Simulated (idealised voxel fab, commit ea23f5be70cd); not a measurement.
Name of the process module below: voxel self aligned vias
In the cross-section labelled cut, the width is 220 nm and each square cell is 5 nm.
Cross-section = grid of square cells, listed top down in bands; band = one or more rows. A band entry consists of two parts. The first gives the height of the band's top and the height of its bottom, in nm. The rest lists the band's materials from left to right, each with its width in nm. A single material labelled with the word "all across" fills the band from edge to edge, and the word "empty" marks empty space. All heights in this document are referenced to 0, defined as the level beneath which the wafer, as received, consists entirely of one material. The lowest band is not bounded below; it extends indefinitely downward and is written in the form "top 0, no bottom". With a width like "30 to 40", each row of cells in the band differs from the next by the same amount, the top row carrying the first number and the bottom row the second. Take "nothing was modified" at face value: in the step it is given for, the cross-section changed in none of its cells. Any empty space of 8 cells or more lacking an open way to the top shows up in "Sealed internal cavities" as width x height at distance, distance from the left edge, in nm. If you see something after the settings on a step's line, that's the simulator's own remark about that step. A step line may carry the setting "overlay nm", which, for steps involving a mask, states the distance by which the mask lay to the right of its intended position; negative values denote displacement to the left.

### Listed below are the process steps as planned
step 1: RECEIVE | material Si
step 2: CONFORMAL_DEP | material SiO2 | thk nm 10
step 3: CONFORMAL_DEP | material SiCN | thk nm 5
step 4: DIRECTIONAL_DEP | material SiO2 | thk nm 20
step 5: MASKED_ETCH | tone open | mask id LINES | width nm 20 | pitch nm 65 | etch materials SiO2 | depth nm 20 | overlay nm 0
step 6: CONFORMAL_DEP | material TiN | thk nm 5
step 7: FILL_DEP | material Ru | thk nm 5
step 8: CMP | height nm 35
step 9: SELECTIVE_ETCH | etch materials W Ru TiN | depth nm 5
step 10: FILL_DEP | material SiN | thk nm 5
step 11: CMP | height nm 35
step 12: DIRECTIONAL_DEP | material SiO2 | thk nm 20
step 13: DIRECTIONAL_DEP | material aC | thk nm 15
step 14: PATTERN | tone open | mask id VIAS | material resist | width nm 40 | pitch nm 130 | thk nm 35 | overlay nm 0
step 15: DIRECTIONAL_ETCH | etch materials aC | depth nm 15
step 16: STRIP | etch materials resist
step 17: DIRECTIONAL_ETCH | etch materials SiO2 | depth nm 20
step 18: DIRECTIONAL_ETCH | etch materials SiN | depth nm 5
step 19: STRIP | etch materials aC
step 20: CONFORMAL_DEP | material TiN | thk nm 5
step 21: FILL_DEP | material Ru | thk nm 5
step 22: CMP | height nm 55
step 23: CONFORMAL_DEP | material SiN | thk nm 5

### So this is the incoming wafer in cross-section - it's already been through step 1
top 0, no bottom: Si all across
Sealed internal cavities: none

### First wafer of two, sectioned at end of module; run went per plan
top 60, bottom 55: SiN all across
top 55, bottom 40: SiO2 (25), TiN (5), Ru (30), TiN (5), SiO2 (90), TiN (5), Ru (30), TiN (5), SiO2 (25)
top 40, bottom 35: SiO2 (25), TiN (15), Ru (10), TiN (15), SiO2 (90), TiN (15), Ru (10), TiN (15), SiO2 (25)
top 35, bottom 30: SiO2 (35), TiN (20), SiO2 (45), SiN (20), SiO2 (45), TiN (20), SiO2 (35)
top 30, bottom 20: SiO2 (35), TiN (5), Ru (10), TiN (5), SiO2 (45), TiN (5), Ru (10), TiN (5), SiO2 (45), TiN (5), Ru (10), TiN (5), SiO2 (35)
top 20, bottom 15: SiO2 (35), TiN (20), SiO2 (45), TiN (20), SiO2 (45), TiN (20), SiO2 (35)
top 15, bottom 10: SiCN all across
top 10, bottom 0: SiO2 all across
top 0, no bottom: Si all across
Sealed internal cavities: none

### Same start, same plan as the first wafer - but one mistake in the run. Cross-section of the second of the two at the end of the module
top 60, bottom 55: SiN all across
top 55, bottom 40: SiO2 (25), TiN (5), Ru (30), TiN (5), SiO2 (90), TiN (5), Ru (30), TiN (5), SiO2 (25)
top 40, bottom 35: SiO2 (25), TiN (40), SiO2 (90), TiN (40), SiO2 (25)
top 35, bottom 30: SiCN all across
top 30, bottom 0: SiO2 all across
top 0, no bottom: Si all across
Sealed internal cavities: none
Where did the run depart from the plan? plan steps 3 and 4 run swapped
End of process, cell counts, second wafer against first, materials with more or fewer: Ru: 16 fewer; SiN: 4 fewer; SiO2: 48 more; TiN: 28 fewer
